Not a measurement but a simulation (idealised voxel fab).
You're looking at the process module voxel released beams.
The figure presents cross-section cut, which has a width of 150 nm and is divided into square cells with an edge length of 5 nm.
Cross-section format: a grid of square cells, given as bands from top to bottom; each band is one or more rows of cells. Band entry format. Leading values: height of top, height of bottom, nm. Remainder: materials in left-to-right order, each with its width in nm. Special words: "everywhere" on a single material, which then fills the band edge to edge; "blank", empty space. Below 0: as-received wafer, all one material; heights counted from there. Lowest band: no bottom, goes on down, written "0..down". You'd read "30..40" like this: the band's top row of cells is as wide as the first number, its bottom row is as wide as the second, and going down, every row changes width by the same amount as the row before did. Any step labelled "identical to before" changed none of the cells in the cross-section. "Closed void register" enumerates empty spaces isolated from the top, with no open way to it, that contain at least 8 cells, giving each as width x height at distance from the left edge, all three in nm. The remark found on a step's line after its settings is issued by the simulator itself and pertains to that step. "overlay nm" denotes, for a step that has a mask, the displacement of the mask to the right of its planned place, with negative values corresponding to the left.
-- The steps planned for the process are as follows
1: RECEIVE with material Si
2: CONFORMAL_DEP with material SiN, thk nm 10
3: DIRECTIONAL_DEP with material SiO2, thk nm 20
4: DIRECTIONAL_DEP with material aC, thk nm 15
5: PATTERN with tone open, mask id ANCHOR, material resist, width nm 25, thk nm 30, overlay nm 0
6: DIRECTIONAL_ETCH with etch materials aC, depth nm 15
7: STRIP with etch materials resist
8: DIRECTIONAL_ETCH with etch materials SiO2, depth nm 20
9: STRIP with etch materials aC
10: CONFORMAL_DEP with material TiN, thk nm 10
11: MASKED_ETCH with tone cover, mask id BEAM, width nm 85, etch materials TiN, depth nm 10, overlay nm 0
12: STRIP with etch materials SiO2
-- Cross-sectional view of the wafer in its as-received condition, corresponding to the state after step 1
    0..down  Si everywhere
    Closed void register: none
-- What the wafer looks like in cross-section after this module, when it starts as shown above and follows the plan above but one mistake is made in running it
    40..30  blank (25); TiN (20); blank (5); TiN (60); blank (40)
    30..20  blank (35); TiN (10); blank (5); TiN (10); blank (90)
    20..10  blank (35); TiN (25); blank (90)
    10..0  SiN everywhere
    0..down  Si everywhere
    Closed void register: none
Deviation noted in wafer processing: step 11 ran as: MASKED_ETCH with tone cover, mask id BEAM, width nm 85, etch materials TiN, depth nm 10, overlay nm -5
